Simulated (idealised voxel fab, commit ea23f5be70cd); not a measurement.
This section sets out a process module, namely voxel air gaps.
Cross-section cut spans 240 nm and uses square cells 5 nm in size.
We lay out every cross-section as a grid of square cells and spell it out in bands from the top down, where one band means one or more rows of cells. A band entry consists of two parts. The first gives the height of the band's top and the height of its bottom, in nm. The rest lists the band's materials from left to right, each with its width in nm. A single material labelled with the word "edge to edge" fills the band from edge to edge, and the word "empty" marks empty space. Counting heights begins at 0, where everything beneath is, in the wafer as received, one material. The lowest band has no bottom; it goes on downwards, as "0..down" shows. Note: "30 to 40" means the width goes from the first number (top row of the band) to the second number (bottom row) in equal steps per row of cells. Step note "nothing altered" = no cross-section cell changed. The entry "Closed void list" lists the empty spaces that cover at least 8 cells and have no open path to the top. Each is written as width x height at distance, where the distance is measured from the left edge and all three values are in nm. What comes after the settings on a step's line is commentary from the simulator itself on that step. overlay nm: right-of-plan distance of the mask on a masked step; negative values mean left-of-plan.
-- Set out below are the planned steps of the process
1,RECEIVE,material Si
2,CONFORMAL_DEP,material SiO2,thk nm 15
3,CONFORMAL_DEP,material SiCN,thk nm 5
4,DIRECTIONAL_DEP,material lowk,thk nm 30
5,PATTERN,tone open,mask id LINES,material resist,width nm 15,pitch nm 45,thk nm 20,overlay nm -15
6,DIRECTIONAL_ETCH,etch materials lowk,depth nm 30
7,STRIP,etch materials resist
8,CONFORMAL_DEP,material TiN,thk nm 5
9,FILL_DEP,material Cu,thk nm 10
10,CMP,height nm 50
11,EPI,material Ru,thk nm 10
12,SELECTIVE_ETCH,etch materials lowk,depth nm 40
13,CONFORMAL_DEP,material SiCN,thk nm 5
Where the wafers of this document differ is in the overlay nm of step 5; they start out the same, and the plan states the value that applied to the first wafer.
-- Step 1 complete: as-received cross-section of the first of several wafers
0..down: Si edge to edge
Closed void list: none
-- Each row below is a wafer at the end of the module, listing for every material the number of cells it has gained (+) or lost (-) since it was received, followed by its closed voids
overlay nm -15; +15 Cu; +42 Ru; +168 SiCN; +144 SiO2; +39 TiN; Closed void list: 20 x 20 at 70; 20 x 20 at 115
overlay nm -10; +15 Cu; +42 Ru; +168 SiCN; +144 SiO2; +39 TiN; Closed void list: 20 x 20 at 75; 20 x 20 at 120
overlay nm -5; +15 Cu; +42 Ru; +168 SiCN; +144 SiO2; +39 TiN; Closed void list: 20 x 20 at 80; 20 x 20 at 125
overlay nm 0; +15 Cu; +42 Ru; +168 SiCN; +144 SiO2; +39 TiN; Closed void list: 20 x 20 at 85; 20 x 20 at 130
overlay nm 5; +15 Cu; +42 Ru; +168 SiCN; +144 SiO2; +39 TiN; Closed void list: 20 x 20 at 90; 20 x 20 at 135
overlay nm 10; +15 Cu; +42 Ru; +168 SiCN; +144 SiO2; +39 TiN; Closed void list: 20 x 20 at 95; 20 x 20 at 140
overlay nm 15; +15 Cu; +42 Ru; +168 SiCN; +144 SiO2; +39 TiN; Closed void list: 20 x 20 at 100; 20 x 20 at 145
